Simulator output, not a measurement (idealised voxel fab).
process module | voxel self aligned vias
The cross-section on display is named cut; it measures 155 nm wide, and its cells are 5 nm squares.
Bands, listed from the top down, are how a cross-section gets written in this document; the cross-section itself is a grid of square cells, and a band is one or more rows of them. Band: top height; bottom height; in nm. Then, left to right: material with width in nm, for each material. "everywhere": a single material spanning edge to edge. "air": empty space. For the purposes of this specification, 0 denotes the height below which the wafer in its as-received condition is composed wholly of one material, and the lowermost band, lacking a lower limit, extends downward without end, as expressed in "0 nm and below". Width: "30->40" (first number = top row, second number = bottom row, same change from row to row of cells). You'll sometimes find "remained the same" written for a step, and that's the way of saying that nowhere in the cross-section did a cell change during that step. "Enclosed voids" contains a list of empty spaces, each no smaller than 8 cells and without an open way to the top, written in the form width x height at distance with the distance from the left edge and all three in nm. Whatever follows a step's settings on its line is a remark the simulator itself makes about that step. You can add "overlay nm" to a step's line. For a step with a mask, it describes how far the mask lay to the right of its planned position, and a negative number describes a lay to the left.

-- Process steps - plan
- 1: RECEIVE (material Si)
- 2: CONFORMAL_DEP (material SiO2; thk nm 10)
- 3: CONFORMAL_DEP (material SiCN; thk nm 5)
- 4: DIRECTIONAL_DEP (material lowk; thk nm 30)
- 5: MASKED_ETCH (tone open; mask id LINES; width nm 30; pitch nm 65; etch materials lowk; depth nm 30; overlay nm 0)
- 6: CONFORMAL_DEP (material TiN; thk nm 5)
- 7: FILL_DEP (material Ru; thk nm 10)
- 8: CMP (height nm 45)
- 9: SELECTIVE_ETCH (etch materials W Ru TiN; depth nm 5)
- 10: FILL_DEP (material SiN; thk nm 10)
- 11: CMP (height nm 45)
- 12: DIRECTIONAL_DEP (material lowk; thk nm 15)
- 13: PATTERN (tone open; mask id VIAS; material resist; width nm 50; thk nm 15; overlay nm 0)
- 14: DIRECTIONAL_ETCH (etch materials lowk; depth nm 15)
- 15: DIRECTIONAL_ETCH (etch materials SiN; depth nm 5)
- 16: STRIP (etch materials resist)
- 17: CONFORMAL_DEP (material TiN; thk nm 5)
- 18: FILL_DEP (material Cu; thk nm 5)
- 19: CMP (height nm 60)
- 20: CONFORMAL_DEP (material SiCN; thk nm 5)

-- Delivered wafer in cross-section: state after step 1
- 0 nm and below = Si everywhere
- Enclosed voids: none

-- Cross-section, first of two wafers, end of module, run as planned
- 65 nm to 60 nm = SiCN everywhere
- 60 nm to 50 nm = lowk 20, TiN 5, Cu 40, TiN 5, lowk 85
- 50 nm to 45 nm = lowk 20, TiN 15, Cu 20, TiN 15, lowk 85
- 45 nm to 40 nm = lowk 30, TiN 30, lowk 35, SiN 30, lowk 30
- 40 nm to 20 nm = lowk 30, TiN 5, Ru 20, TiN 5, lowk 35, TiN 5, Ru 20, TiN 5, lowk 30
- 20 nm to 15 nm = lowk 30, TiN 30, lowk 35, TiN 30, lowk 30
- 15 nm to 10 nm = SiCN everywhere
- 10 nm to 0 nm = SiO2 everywhere
- 0 nm and below = Si everywhere
- Enclosed voids: none

-- Same start, same plan as the first wafer - but one mistake in the run. Cross-section of the second of the two at the end of the module
- 65 nm to 60 nm = SiCN everywhere
- 60 nm to 45 nm = lowk 20, TiN 5, Cu 40, TiN 5, lowk 85
- 45 nm to 40 nm = SiN 20, TiN 50, SiN 85
- 40 nm to 15 nm = SiN everywhere
- 15 nm to 10 nm = SiCN everywhere
- 10 nm to 0 nm = SiO2 everywhere
- 0 nm and below = Si everywhere
- Enclosed voids: none
It is concluded that the wafer was processed incorrectly with respect to the plan, in that step 4 ran differently from the plan; actual operation with settings: DIRECTIONAL_DEP (material SiN; thk nm 30)
Final tally in cells, some materials are higher or lower on the second wafer than on the first: Cu: 4 more; Ru: 32 fewer; SiN: 170 more; TiN: 28 fewer; lowk: 114 fewer
